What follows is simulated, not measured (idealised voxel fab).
Process module in this document: voxel self aligned contacts
This is section cut - it's 240 nm across, gridded in 5 nm square cells.
Cross-section = grid of square cells, listed top down in bands; band = one or more rows.
What a band's entry tells you: where the top is and where the bottom is, as heights in nm, and after that what lies inside, material by material from left to right, each with its width in nm. Empty space is written as the word "blank", and a single material marked with the word "throughout" occupies the band from edge to edge.
Counting heights begins at 0, where everything beneath is, in the wafer as received, one material. The lowest band has no bottom; it goes on downwards, as "top 0, no bottom" shows.
When a width is written as two numbers, as in "30->40", the first number is the width in the top row of cells of the band and the second is the width in its bottom row, and the width changes by the same amount from each row to the next.
For the purposes of this document, the phrase "nothing altered" attached to a step denotes that no cell within the cross-section was modified by that step.
Empty spaces without an open route to the top, at least 8 cells in extent, make up the entry "Tabulated closed voids"; each is given as width x height at distance, where the distance is measured from the left edge, and all are in nm.
The remark found on a step's line after its settings is issued by the simulator itself and pertains to that step.
Steps that use a mask can have "overlay nm" on their line. It says how far the mask sat to the right of where it was meant to be. Negative means to the left.
Structure of the following material. The material consists of pairs of cross-sections. Each pair comprises the cross-section before one process step and the cross-section after that step, the latter shown only down to the lowest band that changed. The step between the cross-sections is specified beneath each pair, including its settings. Pairs are not necessarily consecutive: they may derive from different runs of this module performed on the same starting wafer. Continuity with the pair above is to be assumed only where the entry headed "Ahead of processing" of the pair in question states it.

AHEAD OF PROCESSING
  top 70, bottom 55  aC=100; blank=40; aC=100
  top 55, bottom 45  SiO2=100; blank=40; SiO2=100
  top 45, bottom 30  SiO2=70; SiN=40; blank=20; SiN=40; SiO2=70
  top 30, bottom 10  SiO2=70; SiN=5; polySi=30; SiN=5; blank=20; SiN=5; polySi=30; SiN=5; SiO2=70
  top 10, bottom 0  polySi throughout
  top 0, bottom -5  SiO2 throughout
  top -5, no bottom  Si throughout
  Tabulated closed voids: none

AFTER THE STEP
  top 55, bottom 45  SiO2=100; blank=40; SiO2=100
  Below a height of 45, the structure has not been altered.
  Tabulated closed voids: none
Applied between the two views above: STRIP (etch materials aC)

Ahead of processing: It is represented by the cross-section appearing after the step of the pair directly above.

AFTER THE STEP
  top 60, bottom 55  TiN=105; blank=30; TiN=105
  top 55, bottom 45  SiO2=100; TiN=5->15; blank=30->10; TiN=5->15; SiO2=100
  top 45, bottom 30  SiO2=70; SiN=40; TiN=5; blank=10; TiN=5; SiN=40; SiO2=70
  top 30, bottom 15  SiO2=70; SiN=5; polySi=30; SiN=5; TiN=5; blank=10; TiN=5; SiN=5; polySi=30; SiN=5; SiO2=70
  top 15, bottom 10  SiO2=70; SiN=5; polySi=30; SiN=5; TiN=20; SiN=5; polySi=30; SiN=5; SiO2=70
  Below a height of 10, the structure has not been altered.
  Tabulated closed voids: none
Applied between the two views above: CONFORMAL_DEP (material TiN; thk nm 5)

Ahead of processing: It is represented by the cross-section appearing after the step of the pair directly above.

AFTER THE STEP
  top 65, bottom 60  Ru throughout
  top 60, bottom 55  TiN=105; Ru=30; TiN=105
  top 55, bottom 45  SiO2=100; TiN=5->15; Ru=30->10; TiN=5->15; SiO2=100
  top 45, bottom 30  SiO2=70; SiN=40; TiN=5; Ru=10; TiN=5; SiN=40; SiO2=70
  top 30, bottom 15  SiO2=70; SiN=5; polySi=30; SiN=5; TiN=5; Ru=10; TiN=5; SiN=5; polySi=30; SiN=5; SiO2=70
  Below a height of 15, the structure has not been altered.
  Tabulated closed voids: none
Applied between the two views above: FILL_DEP (material Ru; thk nm 5)

Ahead of processing: It is represented by the cross-section appearing after the step of the pair directly above.

AFTER THE STEP
  top 55, bottom 45  SiO2=100; TiN=5->15; Ru=30->10; TiN=5->15; SiO2=100
  Below a height of 45, the structure has not been altered.
  Tabulated closed voids: none
Applied between the two views above: CMP (height nm 55)

Ahead of processing: It is represented by the cross-section appearing after the step of the pair directly above.

AFTER THE STEP
  top 60, bottom 55  SiCN throughout
  Below a height of 55, the structure has not been altered.
  Tabulated closed voids: none
Applied between the two views above: CONFORMAL_DEP (material SiCN; thk nm 5)

AHEAD OF PROCESSING
  top 45, bottom 30  SiN throughout
  top 30, bottom 0  polySi throughout
  top 0, bottom -5  SiO2 throughout
  top -5, no bottom  Si throughout
  Tabulated closed voids: none

AFTER THE STEP
  top 45, bottom 30  blank=75; SiN=35; blank=25; SiN=35; blank=70
  Below a height of 30, the structure has not been altered.
  Tabulated closed voids: none
Applied between the two views above: MASKED_ETCH (tone cover; mask id GATE; width nm 35; pitch nm 60; etch materials SiN; depth nm 15; overlay nm 0)

Ahead of processing: It is represented by the cross-section appearing after the step of the pair directly above.

AFTER THE STEP
  top 45, bottom 30  blank=75; SiN=35; blank=25; SiN=35; blank=70
  top 30, bottom 0  blank=75; polySi=35; blank=25; polySi=35; blank=70
  Below a height of 0, the structure has not been altered.
  Tabulated closed voids: none
Applied between the two views above: MASKED_ETCH (tone cover; mask id GATE; width nm 30; pitch nm 60; etch materials polySi; depth nm 30; overlay nm 0)

Ahead of processing: It is represented by the cross-section appearing after the step of the pair directly above.

AFTER THE STEP
  top 50, bottom 30  blank=70; SiN=45; blank=15; SiN=45; blank=65
  top 30, bottom 5  blank=70; SiN=5; polySi=35; SiN=5; blank=15; SiN=5; polySi=35; SiN=5; blank=65
  top 5, bottom 0  SiN=75; polySi=35; SiN=25; polySi=35; SiN=70
  Below a height of 0, the structure has not been altered.
  Tabulated closed voids: none
Applied between the two views above: CONFORMAL_DEP (material SiN; thk nm 5)

Ahead of processing: It is represented by the cross-section appearing after the step of the pair directly above.

AFTER THE STEP
  top 45, bottom 30  blank=70; SiN=45; blank=15; SiN=45; blank=65
  top 30, bottom 0  blank=70; SiN=5; polySi=35; SiN=5; blank=15; SiN=5; polySi=35; SiN=5; blank=65
  Below a height of 0, the structure has not been altered.
  Tabulated closed voids: none
Applied between the two views above: DIRECTIONAL_ETCH (etch materials SiN; depth nm 5)

Ahead of processing: It is represented by the cross-section appearing after the step of the pair directly above.

AFTER THE STEP
  top 65, bottom 45  SiO2 throughout
  top 45, bottom 30  SiO2=70; SiN=45; SiO2=15; SiN=45; SiO2=65
  top 30, bottom 0  SiO2=70; SiN=5; polySi=35; SiN=5; SiO2=15; SiN=5; polySi=35; SiN=5; SiO2=65
  Below a height of 0, the structure has not been altered.
  Tabulated closed voids: none
Applied between the two views above: FILL_DEP (material SiO2; thk nm 20)

Ahead of processing: It is represented by the cross-section appearing after the step of the pair directly above.

AFTER THE STEP
  top 55, bottom 45  SiO2 throughout
  Below a height of 45, the structure has not been altered.
  Tabulated closed voids: none
Applied between the two views above: CMP (height nm 55)

Ahead of processing: It is represented by the cross-section appearing after the step of the pair directly above.

AFTER THE STEP
  top 70, bottom 55  aC throughout
  Below a height of 55, the structure has not been altered.
  Tabulated closed voids: none
Applied between the two views above: DIRECTIONAL_DEP (material aC; thk nm 15)

Ahead of processing: It is represented by the cross-section appearing after the step of the pair directly above.

AFTER THE STEP
  top 100, bottom 70  resist=100; blank=40; resist=100
  Below a height of 70, the structure has not been altered.
  Tabulated closed voids: none
Applied between the two views above: PATTERN (tone open; mask id CONTACT; material resist; width nm 40; thk nm 30; overlay nm 0)

Ahead of processing: It is represented by the cross-section appearing after the step of the pair directly above.

AFTER THE STEP
  top 85, bottom 70  resist=100; blank=40; resist=100
  top 70, bottom 55  aC=100; blank=40; aC=100
  Below a height of 55, the structure has not been altered.
  Tabulated closed voids: none
Applied between the two views above: DIRECTIONAL_ETCH (etch materials aC; depth nm 15)

Ahead of processing: It is represented by the cross-section appearing after the step of the pair directly above.

AFTER THE STEP
  top 70, bottom 55  aC=100; blank=40; aC=100
  Below a height of 55, the structure has not been altered.
  Tabulated closed voids: none
Applied between the two views above: STRIP (etch materials resist)

Ahead of processing: It is represented by the cross-section appearing after the step of the pair directly above.

AFTER THE STEP
  top 70, bottom 55  aC=100; blank=40; aC=100
  top 55, bottom 45  SiO2=100; blank=40; SiO2=100
  top 45, bottom 30  SiO2=70; SiN=45; blank=15; SiN=45; SiO2=65
  top 30, bottom 0  SiO2=70; SiN=5; polySi=35; SiN=5; blank=15; SiN=5; polySi=35; SiN=5; SiO2=65
  top 0, bottom -5  SiO2=115; blank=15; SiO2=110
  Below a height of -5, the structure has not been altered.
  Tabulated closed voids: none
Applied between the two views above: DIRECTIONAL_ETCH (etch materials SiO2; depth nm 60)

Ahead of processing: It is represented by the cross-section appearing after the step of the pair directly above.

AFTER THE STEP
  top 55, bottom 45  SiO2=100; blank=40; SiO2=100
  Below a height of 45, the structure has not been altered.
  Tabulated closed voids: none
Applied between the two views above: STRIP (etch materials aC)

Ahead of processing: It is represented by the cross-section appearing after the step of the pair directly above.

AFTER THE STEP
  top 60, bottom 55  TiN=105; blank=30; TiN=105
  top 55, bottom 45  SiO2=100; TiN=5->20; blank=30->5; TiN=5->15; SiO2=100
  top 45, bottom 30  SiO2=70; SiN=45; TiN=5; blank=5; TiN=5; SiN=45; SiO2=65
  top 30, bottom 0  SiO2=70; SiN=5; polySi=35; SiN=5; TiN=5; blank=5; TiN=5; SiN=5; polySi=35; SiN=5; SiO2=65
  top 0, bottom -5  SiO2=115; TiN=15; SiO2=110
  Below a height of -5, the structure has not been altered.
  Tabulated closed voids: none
Applied between the two views above: CONFORMAL_DEP (material TiN; thk nm 5)

Ahead of processing: It is represented by the cross-section appearing after the step of the pair directly above.

AFTER THE STEP
  top 65, bottom 60  Ru throughout
  top 60, bottom 55  TiN=105; Ru=30; TiN=105
  top 55, bottom 45  SiO2=100; TiN=5->20; Ru=30->5; TiN=5->15; SiO2=100
  top 45, bottom 30  SiO2=70; SiN=45; TiN=5; Ru=5; TiN=5; SiN=45; SiO2=65
  top 30, bottom 0  SiO2=70; SiN=5; polySi=35; SiN=5; TiN=5; Ru=5; TiN=5; SiN=5; polySi=35; SiN=5; SiO2=65
  Below a height of 0, the structure has not been altered.
  Tabulated closed voids: none
Applied between the two views above: FILL_DEP (material Ru; thk nm 5)

Ahead of processing: It is represented by the cross-section appearing after the step of the pair directly above.

AFTER THE STEP
  top 55, bottom 45  SiO2=100; TiN=5->20; Ru=30->5; TiN=5->15; SiO2=100
  Below a height of 45, the structure has not been altered.
  Tabulated closed voids: none
Applied between the two views above: CMP (height nm 55)

Ahead of processing: It is represented by the cross-section appearing after the step of the pair directly above.

AFTER THE STEP
  top 60, bottom 55  SiCN throughout
  Below a height of 55, the structure has not been altered.
  Tabulated closed voids: none
Applied between the two views above: CONFORMAL_DEP (material SiCN; thk nm 5)

AHEAD OF PROCESSING
  top 45, bottom 30  SiN throughout
  top 30, bottom 0  polySi throughout
  top 0, bottom -5  SiO2 throughout
  top -5, no bottom  Si throughout
  Tabulated closed voids: none

AFTER THE STEP
  top 45, bottom 30  blank=80; SiN=30; blank=30; SiN=30; blank=70
  Below a height of 30, the structure has not been altered.
  Tabulated closed voids: none
Applied between the two views above: MASKED_ETCH (tone cover; mask id GATE; width nm 30; pitch nm 60; etch materials SiN; depth nm 15; overlay nm 5)

Ahead of processing: It is represented by the cross-section appearing after the step of the pair directly above.

AFTER THE STEP
  top 45, bottom 30  blank=80; SiN=30; blank=30; SiN=30; blank=70
  top 30, bottom 0  blank=75; polySi=35; blank=25; polySi=35; blank=70
  Below a height of 0, the structure has not been altered.
  Tabulated closed voids: none
Applied between the two views above: MASKED_ETCH (tone cover; mask id GATE; width nm 30; pitch nm 60; etch materials polySi; depth nm 30; overlay nm 0)

Ahead of processing: It is represented by the cross-section appearing after the step of the pair directly above.

AFTER THE STEP
  top 50, bottom 35  blank=75; SiN=40; blank=20; SiN=40; blank=65
  top 35, bottom 30  blank=70; SiN=45; blank=15; SiN=45; blank=65
  top 30, bottom 5  blank=70; SiN=5; polySi=35; SiN=5; blank=15; SiN=5; polySi=35; SiN=5; blank=65
  top 5, bottom 0  SiN=75; polySi=35; SiN=25; polySi=35; SiN=70
  Below a height of 0, the structure has not been altered.
  Tabulated closed voids: none
Applied between the two views above: CONFORMAL_DEP (material SiN; thk nm 5)

Ahead of processing: It is represented by the cross-section appearing after the step of the pair directly above.

AFTER THE STEP
  top 45, bottom 30  blank=75; SiN=40; blank=20; SiN=40; blank=65
  top 30, bottom 0  blank=70; SiN=5; polySi=35; SiN=5; blank=15; SiN=5; polySi=35; SiN=5; blank=65
  Below a height of 0, the structure has not been altered.
  Tabulated closed voids: none
Applied between the two views above: DIRECTIONAL_ETCH (etch materials SiN; depth nm 5)

Ahead of processing: It is represented by the cross-section appearing after the step of the pair directly above.

AFTER THE STEP
  top 65, bottom 45  SiO2 throughout
  top 45, bottom 30  SiO2=75; SiN=40; SiO2=20; SiN=40; SiO2=65
  top 30, bottom 0  SiO2=70; SiN=5; polySi=35; SiN=5; SiO2=15; SiN=5; polySi=35; SiN=5; SiO2=65
  Below a height of 0, the structure has not been altered.
  Tabulated closed voids: none
Applied between the two views above: FILL_DEP (material SiO2; thk nm 20)

Ahead of processing: It is represented by the cross-section appearing after the step of the pair directly above.

AFTER THE STEP
  top 55, bottom 45  SiO2 throughout
  Below a height of 45, the structure has not been altered.
  Tabulated closed voids: none
Applied between the two views above: CMP (height nm 55)

Ahead of processing: It is represented by the cross-section appearing after the step of the pair directly above.

AFTER THE STEP
  top 70, bottom 55  aC throughout
  Below a height of 55, the structure has not been altered.
  Tabulated closed voids: none
Applied between the two views above: DIRECTIONAL_DEP (material aC; thk nm 15)

Ahead of processing: It is represented by the cross-section appearing after the step of the pair directly above.

AFTER THE STEP
  top 100, bottom 70  resist=100; blank=40; resist=100
  Below a height of 70, the structure has not been altered.
  Tabulated closed voids: none
Applied between the two views above: PATTERN (tone open; mask id CONTACT; material resist; width nm 40; thk nm 30; overlay nm 0)

Ahead of processing: It is represented by the cross-section appearing after the step of the pair directly above.

AFTER THE STEP
  top 85, bottom 70  resist=100; blank=40; resist=100
  top 70, bottom 55  aC=100; blank=40; aC=100
  Below a height of 55, the structure has not been altered.
  Tabulated closed voids: none
Applied between the two views above: DIRECTIONAL_ETCH (etch materials aC; depth nm 15)

Ahead of processing: It is represented by the cross-section appearing after the step of the pair directly above.

AFTER THE STEP
  top 70, bottom 55  aC=100; blank=40; aC=100
  Below a height of 55, the structure has not been altered.
  Tabulated closed voids: none
Applied between the two views above: STRIP (etch materials resist)

Ahead of processing: It is represented by the cross-section appearing after the step of the pair directly above.

AFTER THE STEP
  top 70, bottom 55  aC=100; blank=40; aC=100
  top 55, bottom 45  SiO2=100; blank=40; SiO2=100
  top 45, bottom 30  SiO2=75; SiN=40; blank=20; SiN=40; SiO2=65
  top 30, bottom 0  SiO2=70; SiN=5; polySi=35; SiN=5; blank=15; SiN=5; polySi=35; SiN=5; SiO2=65
  top 0, bottom -5  SiO2=115; blank=15; SiO2=110
  Below a height of -5, the structure has not been altered.
  Tabulated closed voids: none
Applied between the two views above: DIRECTIONAL_ETCH (etch materials SiO2; depth nm 60)

Ahead of processing: It is represented by the cross-section appearing after the step of the pair directly above.

AFTER THE STEP
  top 55, bottom 45  SiO2=100; blank=40; SiO2=100
  Below a height of 45, the structure has not been altered.
  Tabulated closed voids: none
Applied between the two views above: STRIP (etch materials aC)

Ahead of processing: It is represented by the cross-section appearing after the step of the pair directly above.

AFTER THE STEP
  top 60, bottom 55  TiN=105; blank=30; TiN=105
  top 55, bottom 45  SiO2=100; TiN=5->20; blank=30->10; TiN=5->10; SiO2=100
  top 45, bottom 35  SiO2=75; SiN=40; TiN=5; blank=10; TiN=5; SiN=40; SiO2=65
  top 35, bottom 30  SiO2=75; SiN=40; TiN=5; blank=5; TiN=10; SiN=40; SiO2=65
  top 30, bottom 0  SiO2=70; SiN=5; polySi=35; SiN=5; TiN=5; blank=5; TiN=5; SiN=5; polySi=35; SiN=5; SiO2=65
  top 0, bottom -5  SiO2=115; TiN=15; SiO2=110
  Below a height of -5, the structure has not been altered.
  Tabulated closed voids: none
Applied between the two views above: CONFORMAL_DEP (material TiN; thk nm 5)

Ahead of processing: It is represented by the cross-section appearing after the step of the pair directly above.

AFTER THE STEP
  top 65, bottom 60  Ru throughout
  top 60, bottom 55  TiN=105; Ru=30; TiN=105
  top 55, bottom 45  SiO2=100; TiN=5->20; Ru=30->10; TiN=5->10; SiO2=100
  top 45, bottom 35  SiO2=75; SiN=40; TiN=5; Ru=10; TiN=5; SiN=40; SiO2=65
  top 35, bottom 30  SiO2=75; SiN=40; TiN=5; Ru=5; TiN=10; SiN=40; SiO2=65
  top 30, bottom 0  SiO2=70; SiN=5; polySi=35; SiN=5; TiN=5; Ru=5; TiN=5; SiN=5; polySi=35; SiN=5; SiO2=65
  Below a height of 0, the structure has not been altered.
  Tabulated closed voids: none
Applied between the two views above: FILL_DEP (material Ru; thk nm 5)

Ahead of processing: It is represented by the cross-section appearing after the step of the pair directly above.

AFTER THE STEP
  top 55, bottom 45  SiO2=100; TiN=5->20; Ru=30->10; TiN=5->10; SiO2=100
  Below a height of 45, the structure has not been altered.
  Tabulated closed voids: none
Applied between the two views above: CMP (height nm 55)

Ahead of processing: It is represented by the cross-section appearing after the step of the pair directly above.

AFTER THE STEP
  top 60, bottom 55  SiCN throughout
  Below a height of 55, the structure has not been altered.
  Tabulated closed voids: none
Applied between the two views above: CONFORMAL_DEP (material SiCN; thk nm 5)

AHEAD OF PROCESSING
  top 45, bottom 30  blank=75; SiN=30; blank=30; SiN=30; blank=75
  top 30, bottom 0  blank=75; polySi=30; blank=30; polySi=30; blank=75
  top 0, bottom -5  SiO2 throughout
  top -5, no bottom  Si throughout
  Tabulated closed voids: none

AFTER THE STEP
  top 50, bottom 45  blank=70; SiO2=40; blank=20; SiO2=40; blank=70
  top 45, bottom 30  blank=70; SiO2=5; SiN=30; SiO2=5; blank=20; SiO2=5; SiN=30; SiO2=5; blank=70
  top 30, bottom 5  blank=70; SiO2=5; polySi=30; SiO2=5; blank=20; SiO2=5; polySi=30; SiO2=5; blank=70
  top 5, bottom 0  SiO2=75; polySi=30; SiO2=30; polySi=30; SiO2=75
  Below a height of 0, the structure has not been altered.
  Tabulated closed voids: none
Applied between the two views above: CONFORMAL_DEP (material SiO2; thk nm 5)

Ahead of processing: It is represented by the cross-section appearing after the step of the pair directly above.

AFTER THE STEP
  top 70, bottom 45  SiO2 throughout
  top 45, bottom 30  SiO2=75; SiN=30; SiO2=30; SiN=30; SiO2=75
  top 30, bottom 0  SiO2=75; polySi=30; SiO2=30; polySi=30; SiO2=75
  Below a height of 0, the structure has not been altered.
  Tabulated closed voids: none
Applied between the two views above: FILL_DEP (material SiO2; thk nm 20)

Ahead of processing: It is represented by the cross-section appearing after the step of the pair directly above.

AFTER THE STEP
  top 55, bottom 45  SiO2 throughout
  Below a height of 45, the structure has not been altered.
  Tabulated closed voids: none
Applied between the two views above: CMP (height nm 55)

Ahead of processing: It is represented by the cross-section appearing after the step of the pair directly above.

AFTER THE STEP
  top 70, bottom 55  aC throughout
  Below a height of 55, the structure has not been altered.
  Tabulated closed voids: none
Applied between the two views above: DIRECTIONAL_DEP (material aC; thk nm 15)

Ahead of processing: It is represented by the cross-section appearing after the step of the pair directly above.

AFTER THE STEP
  top 100, bottom 70  resist=100; blank=40; resist=100
  Below a height of 70, the structure has not been altered.
  Tabulated closed voids: none
Applied between the two views above: PATTERN (tone open; mask id CONTACT; material resist; width nm 40; thk nm 30; overlay nm 0)

Ahead of processing: It is represented by the cross-section appearing after the step of the pair directly above.

AFTER THE STEP
  top 85, bottom 70  resist=100; blank=40; resist=100
  top 70, bottom 55  aC=100; blank=40; aC=100
  Below a height of 55, the structure has not been altered.
  Tabulated closed voids: none
Applied between the two views above: DIRECTIONAL_ETCH (etch materials aC; depth nm 15)

Ahead of processing: It is represented by the cross-section appearing after the step of the pair directly above.

AFTER THE STEP
  top 70, bottom 55  aC=100; blank=40; aC=100
  Below a height of 55, the structure has not been altered.
  Tabulated closed voids: none
Applied between the two views above: STRIP (etch materials resist)

Ahead of processing: It is represented by the cross-section appearing after the step of the pair directly above.

AFTER THE STEP
  top 70, bottom 55  aC=100; blank=40; aC=100
  top 55, bottom 45  SiO2=100; blank=40; SiO2=100
  top 45, bottom 30  SiO2=75; SiN=30; blank=30; SiN=30; SiO2=75
  top 30, bottom 0  SiO2=75; polySi=30; blank=30; polySi=30; SiO2=75
  top 0, bottom -5  SiO2=105; blank=30; SiO2=105
  Below a height of -5, the structure has not been altered.
  Tabulated closed voids: none
Applied between the two views above: DIRECTIONAL_ETCH (etch materials SiO2; depth nm 60)

Ahead of processing: It is represented by the cross-section appearing after the step of the pair directly above.

AFTER THE STEP
  top 55, bottom 45  SiO2=100; blank=40; SiO2=100
  Below a height of 45, the structure has not been altered.
  Tabulated closed voids: none
Applied between the two views above: STRIP (etch materials aC)

Ahead of processing: It is represented by the cross-section appearing after the step of the pair directly above.

AFTER THE STEP
  top 60, bottom 55  TiN=105; blank=30; TiN=105
  top 55, bottom 45  SiO2=100; TiN=5->10; blank=30->20; TiN=5->10; SiO2=100
  top 45, bottom 30  SiO2=75; SiN=30; TiN=5; blank=20; TiN=5; SiN=30; SiO2=75
  top 30, bottom 0  SiO2=75; polySi=30; TiN=5; blank=20; TiN=5; polySi=30; SiO2=75
  top 0, bottom -5  SiO2=105; TiN=30; SiO2=105
  Below a height of -5, the structure has not been altered.
  Tabulated closed voids: none
Applied between the two views above: CONFORMAL_DEP (material TiN; thk nm 5)

Ahead of processing: It is represented by the cross-section appearing after the step of the pair directly above.

AFTER THE STEP
  top 65, bottom 60  Ru throughout
  top 60, bottom 55  TiN=105; Ru=30; TiN=105
  top 55, bottom 45  SiO2=100; TiN=5->10; Ru=30->20; TiN=5->10; SiO2=100
  top 45, bottom 30  SiO2=75; SiN=30; TiN=5; Ru=20; TiN=5; SiN=30; SiO2=75
  top 30, bottom 0  SiO2=75; polySi=30; TiN=5; Ru=20; TiN=5; polySi=30; SiO2=75
  Below a height of 0, the structure has not been altered.
  Tabulated closed voids: none
Applied between the two views above: FILL_DEP (material Ru; thk nm 5)

Ahead of processing: It is represented by the cross-section appearing after the step of the pair directly above.

AFTER THE STEP
  top 55, bottom 45  SiO2=100; TiN=5->10; Ru=30->20; TiN=5->10; SiO2=100
  Below a height of 45, the structure has not been altered.
  Tabulated closed voids: none
Applied between the two views above: CMP (height nm 55)

Ahead of processing: It is represented by the cross-section appearing after the step of the pair directly above.

AFTER THE STEP
  top 60, bottom 55  SiCN throughout
  Below a height of 55, the structure has not been altered.
  Tabulated closed voids: none
Applied between the two views above: CONFORMAL_DEP (material SiCN; thk nm 5)

AHEAD OF PROCESSING
  top 45, bottom 30  SiN throughout
  top 30, bottom 0  polySi throughout
  top 0, bottom -5  SiO2 throughout
  top -5, no bottom  Si throughout
  Tabulated closed voids: none

AFTER THE STEP
  top 45, bottom 30  SiN=75; blank=30; SiN=30; blank=30; SiN=75
  Below a height of 30, the structure has not been altered.
  Tabulated closed voids: none
Applied between the two views above: MASKED_ETCH (tone open; mask id GATE; width nm 30; pitch nm 60; etch materials SiN; depth nm 15; overlay nm 0)

Ahead of processing: It is represented by the cross-section appearing after the step of the pair directly above.

AFTER THE STEP
  top 50, bottom 35  SiN=80; blank=20; SiN=40; blank=20; SiN=80
  top 35, bottom 30  SiN throughout
  Below a height of 30, the structure has not been altered.
  Tabulated closed voids: none
Applied between the two views above: CONFORMAL_DEP (material SiN; thk nm 5)

Ahead of processing: It is represented by the cross-section appearing after the step of the pair directly above.

AFTER THE STEP
  top 45, bottom 30  SiN=80; blank=20; SiN=40; blank=20; SiN=80
  Below a height of 30, the structure has not been altered.
  Tabulated closed voids: none
Applied between the two views above: DIRECTIONAL_ETCH (etch materials SiN; depth nm 5)

Ahead of processing: It is represented by the cross-section appearing after the step of the pair directly above.

AFTER THE STEP
  top 65, bottom 45  SiO2 throughout
  top 45, bottom 30  SiN=80; SiO2=20; SiN=40; SiO2=20; SiN=80
  Below a height of 30, the structure has not been altered.
  Tabulated closed voids: none
Applied between the two views above: FILL_DEP (material SiO2; thk nm 20)

Ahead of processing: It is represented by the cross-section appearing after the step of the pair directly above.

AFTER THE STEP
  top 55, bottom 45  SiO2 throughout
  Below a height of 45, the structure has not been altered.
  Tabulated closed voids: none
Applied between the two views above: CMP (height nm 55)

Ahead of processing: It is represented by the cross-section appearing after the step of the pair directly above.

AFTER THE STEP
  top 70, bottom 55  aC throughout
  Below a height of 55, the structure has not been altered.
  Tabulated closed voids: none
Applied between the two views above: DIRECTIONAL_DEP (material aC; thk nm 15)

Ahead of processing: It is represented by the cross-section appearing after the step of the pair directly above.

AFTER THE STEP
  top 100, bottom 70  resist=100; blank=40; resist=100
  Below a height of 70, the structure has not been altered.
  Tabulated closed voids: none
Applied between the two views above: PATTERN (tone open; mask id CONTACT; material resist; width nm 40; thk nm 30; overlay nm 0)

Ahead of processing: It is represented by the cross-section appearing after the step of the pair directly above.

AFTER THE STEP
  top 85, bottom 70  resist=100; blank=40; resist=100
  top 70, bottom 55  aC=100; blank=40; aC=100
  Below a height of 55, the structure has not been altered.
  Tabulated closed voids: none
Applied between the two views above: DIRECTIONAL_ETCH (etch materials aC; depth nm 15)

Ahead of processing: It is represented by the cross-section appearing after the step of the pair directly above.

AFTER THE STEP
  top 70, bottom 55  aC=100; blank=40; aC=100
  Below a height of 55, the structure has not been altered.
  Tabulated closed voids: none
Applied between the two views above: STRIP (etch materials resist)

Ahead of processing: It is represented by the cross-section appearing after the step of the pair directly above.

AFTER THE STEP
  top 70, bottom 55  aC=100; blank=40; aC=100
  top 55, bottom 45  SiO2=100; blank=40; SiO2=100
  Below a height of 45, the structure has not been altered.
  Tabulated closed voids: none
Applied between the two views above: DIRECTIONAL_ETCH (etch materials SiO2; depth nm 60)

Ahead of processing: It is represented by the cross-section appearing after the step of the pair directly above.

AFTER THE STEP
  top 55, bottom 45  SiO2=100; blank=40; SiO2=100
  Below a height of 45, the structure has not been altered.
  Tabulated closed voids: none
Applied between the two views above: STRIP (etch materials aC)

Ahead of processing: It is represented by the cross-section appearing after the step of the pair directly above.

AFTER THE STEP
  top 60, bottom 55  TiN=105; blank=30; TiN=105
  top 55, bottom 50  SiO2=100; TiN=5; blank=30; TiN=5; SiO2=100
  top 50, bottom 45  SiO2=100; TiN=40; SiO2=100
  Below a height of 45, the structure has not been altered.
  Tabulated closed voids: none
Applied between the two views above: CONFORMAL_DEP (material TiN; thk nm 5)

Ahead of processing: It is represented by the cross-section appearing after the step of the pair directly above.

AFTER THE STEP
  top 65, bottom 60  Ru throughout
  top 60, bottom 55  TiN=105; Ru=30; TiN=105
  top 55, bottom 50  SiO2=100; TiN=5; Ru=30; TiN=5; SiO2=100
  Below a height of 50, the structure has not been altered.
  Tabulated closed voids: none
Applied between the two views above: FILL_DEP (material Ru; thk nm 5)

Ahead of processing: It is represented by the cross-section appearing after the step of the pair directly above.

AFTER THE STEP
  top 55, bottom 50  SiO2=100; TiN=5; Ru=30; TiN=5; SiO2=100
  Below a height of 50, the structure has not been altered.
  Tabulated closed voids: none
Applied between the two views above: CMP (height nm 55)

Ahead of processing: It is represented by the cross-section appearing after the step of the pair directly above.

AFTER THE STEP
  top 60, bottom 55  SiCN throughout
  Below a height of 55, the structure has not been altered.
  Tabulated closed voids: none
Applied between the two views above: CONFORMAL_DEP (material SiCN; thk nm 5)
